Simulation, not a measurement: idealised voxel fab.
Presented below is a process module, voxel trench capacitor.
Square cells of 5 nm make up the cross-section cut, whose width is 250 nm.
For the purposes of this document, a cross-section shall be understood as a grid of square cells, specified as bands listed in top-to-bottom order, each band consisting of one or more rows of cells.
A band entry consists of two parts. The first gives the height of the band's top and the height of its bottom, in nm. The rest lists the band's materials from left to right, each with its width in nm. A single material labelled with the word "throughout" fills the band from edge to edge, and the word "empty" marks empty space.
It should be noted that heights are counted from 0, beneath which the wafer as supplied is of one material throughout, and that the lowest band possesses no lower boundary but continues downward, as written in "z 0 and below".
Width: "30 to 40" (first number = top row, second number = bottom row, same change from row to row of cells).
Where the words "remained the same" appear for a step, the cross-section shows no cell changed by that step; every cell remained as before.
Look at "Enclosed cavity list" for the closed voids: empty spaces with no open path to the top, sized 8 cells or up. Each is width x height at distance, distance from the left edge, all nm.
On a step's line, text after the settings is the simulator commenting on that step.
Each step line may optionally specify "overlay nm", which for a step with a mask gives the rightward distance between the mask's planned place and where it lay, a negative value indicating the leftward direction.

The steps planned for the process are as follows
- 1: RECEIVE (material Si)
- 2: CONFORMAL_DEP (material SiN; thk nm 10)
- 3: DIRECTIONAL_DEP (material aC; thk nm 15)
- 4: PATTERN (tone open; mask id TRENCH; material resist; width nm 30; pitch nm 60; thk nm 35; overlay nm 0)
- 5: DIRECTIONAL_ETCH (etch materials aC; depth nm 15)
- 6: STRIP (etch materials resist)
- 7: DIRECTIONAL_ETCH (etch materials SiN; depth nm 10)
- 8: DIRECTIONAL_ETCH (etch materials Si; depth nm 25)
- 9: STRIP (etch materials aC)
- 10: CONFORMAL_DEP (material Al2O3; thk nm 5)
- 11: CONFORMAL_DEP (material TiN; thk nm 5)
- 12: FILL_DEP (material W; thk nm 5)
- 13: CMP (height nm 10)

First of two wafers, processed according to plan

Cross-section: wafer on arrival = after step 1
> z 0 and below = Si throughout
> Enclosed cavity list: none

Wafer section view after processing step 2
> z 10 to 0 = SiN throughout
> All layers under 0 are left as they were.

Wafer section view after processing step 3
> z 25 to 10 = aC throughout
> All layers under 10 are left as they were.

Wafer section view after processing step 4
> z 60 to 25 = resist 80 | empty 30 | resist 30 | empty 30 | resist 80
> All layers under 25 are left as they were.

Wafer section view after processing step 5
> z 45 to 25 = resist 80 | empty 30 | resist 30 | empty 30 | resist 80
> z 25 to 10 = aC 80 | empty 30 | aC 30 | empty 30 | aC 80
> All layers under 10 are left as they were.

Wafer section view after processing step 6
> z 25 to 10 = aC 80 | empty 30 | aC 30 | empty 30 | aC 80
> All layers under 10 are left as they were.

Wafer section view after processing step 7
> z 25 to 10 = aC 80 | empty 30 | aC 30 | empty 30 | aC 80
> z 10 to 0 = SiN 80 | empty 30 | SiN 30 | empty 30 | SiN 80
> All layers under 0 are left as they were.

Wafer section view after processing step 8
> z 25 to 10 = aC 80 | empty 30 | aC 30 | empty 30 | aC 80
> z 10 to 0 = SiN 80 | empty 30 | SiN 30 | empty 30 | SiN 80
> z 0 to -25 = Si 80 | empty 30 | Si 30 | empty 30 | Si 80
> All layers under -25 are left as they were.

Wafer section view after processing step 9
> z 10 to 0 = SiN 80 | empty 30 | SiN 30 | empty 30 | SiN 80
> All layers under 0 are left as they were.

Wafer section view after processing step 10
> z 15 to 10 = Al2O3 85 | empty 20 | Al2O3 40 | empty 20 | Al2O3 85
> z 10 to 0 = SiN 80 | Al2O3 5 | empty 20 | Al2O3 5 | SiN 30 | Al2O3 5 | empty 20 | Al2O3 5 | SiN 80
> z 0 to -20 = Si 80 | Al2O3 5 | empty 20 | Al2O3 5 | Si 30 | Al2O3 5 | empty 20 | Al2O3 5 | Si 80
> z -20 to -25 = Si 80 | Al2O3 30 | Si 30 | Al2O3 30 | Si 80
> All layers under -25 are left as they were.

Wafer section view after processing step 11
> z 20 to 15 = TiN 90 | empty 10 | TiN 50 | empty 10 | TiN 90
> z 15 to 10 = Al2O3 85 | TiN 5 | empty 10 | TiN 5 | Al2O3 40 | TiN 5 | empty 10 | TiN 5 | Al2O3 85
> z 10 to 0 = SiN 80 | Al2O3 5 | TiN 5 | empty 10 | TiN 5 | Al2O3 5 | SiN 30 | Al2O3 5 | TiN 5 | empty 10 | TiN 5 | Al2O3 5 | SiN 80
> z 0 to -15 = Si 80 | Al2O3 5 | TiN 5 | empty 10 | TiN 5 | Al2O3 5 | Si 30 | Al2O3 5 | TiN 5 | empty 10 | TiN 5 | Al2O3 5 | Si 80
> z -15 to -20 = Si 80 | Al2O3 5 | TiN 20 | Al2O3 5 | Si 30 | Al2O3 5 | TiN 20 | Al2O3 5 | Si 80
> All layers under -20 are left as they were.

Wafer section view after processing step 12
> z 25 to 20 = W throughout
> z 20 to 15 = TiN 90 | W 10 | TiN 50 | W 10 | TiN 90
> z 15 to 10 = Al2O3 85 | TiN 5 | W 10 | TiN 5 | Al2O3 40 | TiN 5 | W 10 | TiN 5 | Al2O3 85
> z 10 to 0 = SiN 80 | Al2O3 5 | TiN 5 | W 10 | TiN 5 | Al2O3 5 | SiN 30 | Al2O3 5 | TiN 5 | W 10 | TiN 5 | Al2O3 5 | SiN 80
> z 0 to -15 = Si 80 | Al2O3 5 | TiN 5 | W 10 | TiN 5 | Al2O3 5 | Si 30 | Al2O3 5 | TiN 5 | W 10 | TiN 5 | Al2O3 5 | Si 80
> All layers under -15 are left as they were.

Wafer section view after processing step 13
> z 10 to 0 = SiN 80 | Al2O3 5 | TiN 5 | W 10 | TiN 5 | Al2O3 5 | SiN 30 | Al2O3 5 | TiN 5 | W 10 | TiN 5 | Al2O3 5 | SiN 80
> All layers under 0 are left as they were.

Okay, second wafer. Nothing different at the start, nothing different in the plan, just one mistake somewhere in the running. As far as step 10, counting that step, it's the first wafer all over again

Cross-section, second wafer, at the end time the plan gives for step 11
> z 20 to 15 = aC 90 | empty 10 | aC 50 | empty 10 | aC 90
> z 15 to 10 = Al2O3 85 | aC 5 | empty 10 | aC 5 | Al2O3 40 | aC 5 | empty 10 | aC 5 | Al2O3 85
> z 10 to 0 = SiN 80 | Al2O3 5 | aC 5 | empty 10 | aC 5 | Al2O3 5 | SiN 30 | Al2O3 5 | aC 5 | empty 10 | aC 5 | Al2O3 5 | SiN 80
> z 0 to -15 = Si 80 | Al2O3 5 | aC 5 | empty 10 | aC 5 | Al2O3 5 | Si 30 | Al2O3 5 | aC 5 | empty 10 | aC 5 | Al2O3 5 | Si 80
> z -15 to -20 = Si 80 | Al2O3 5 | aC 20 | Al2O3 5 | Si 30 | Al2O3 5 | aC 20 | Al2O3 5 | Si 80
> All layers under -20 are left as they were.

Cross-section, second wafer, at the end time the plan gives for step 12
> z 25 to 20 = W throughout
> z 20 to 15 = aC 90 | W 10 | aC 50 | W 10 | aC 90
> z 15 to 10 = Al2O3 85 | aC 5 | W 10 | aC 5 | Al2O3 40 | aC 5 | W 10 | aC 5 | Al2O3 85
> z 10 to 0 = SiN 80 | Al2O3 5 | aC 5 | W 10 | aC 5 | Al2O3 5 | SiN 30 | Al2O3 5 | aC 5 | W 10 | aC 5 | Al2O3 5 | SiN 80
> z 0 to -15 = Si 80 | Al2O3 5 | aC 5 | W 10 | aC 5 | Al2O3 5 | Si 30 | Al2O3 5 | aC 5 | W 10 | aC 5 | Al2O3 5 | Si 80
> All layers under -15 are left as they were.

Cross-section, second wafer, at the end time the plan gives for step 13
> z 10 to 0 = SiN 80 | Al2O3 5 | aC 5 | W 10 | aC 5 | Al2O3 5 | SiN 30 | Al2O3 5 | aC 5 | W 10 | aC 5 | Al2O3 5 | SiN 80
> All layers under 0 are left as they were.
What was the processing mistake? the process deviated at step 11: the operation and settings actually run there were CONFORMAL_DEP (material aC; thk nm 5)
Per the end-of-run cell counts, the second wafer holds more or fewer of some materials than the first: TiN -28; aC +28
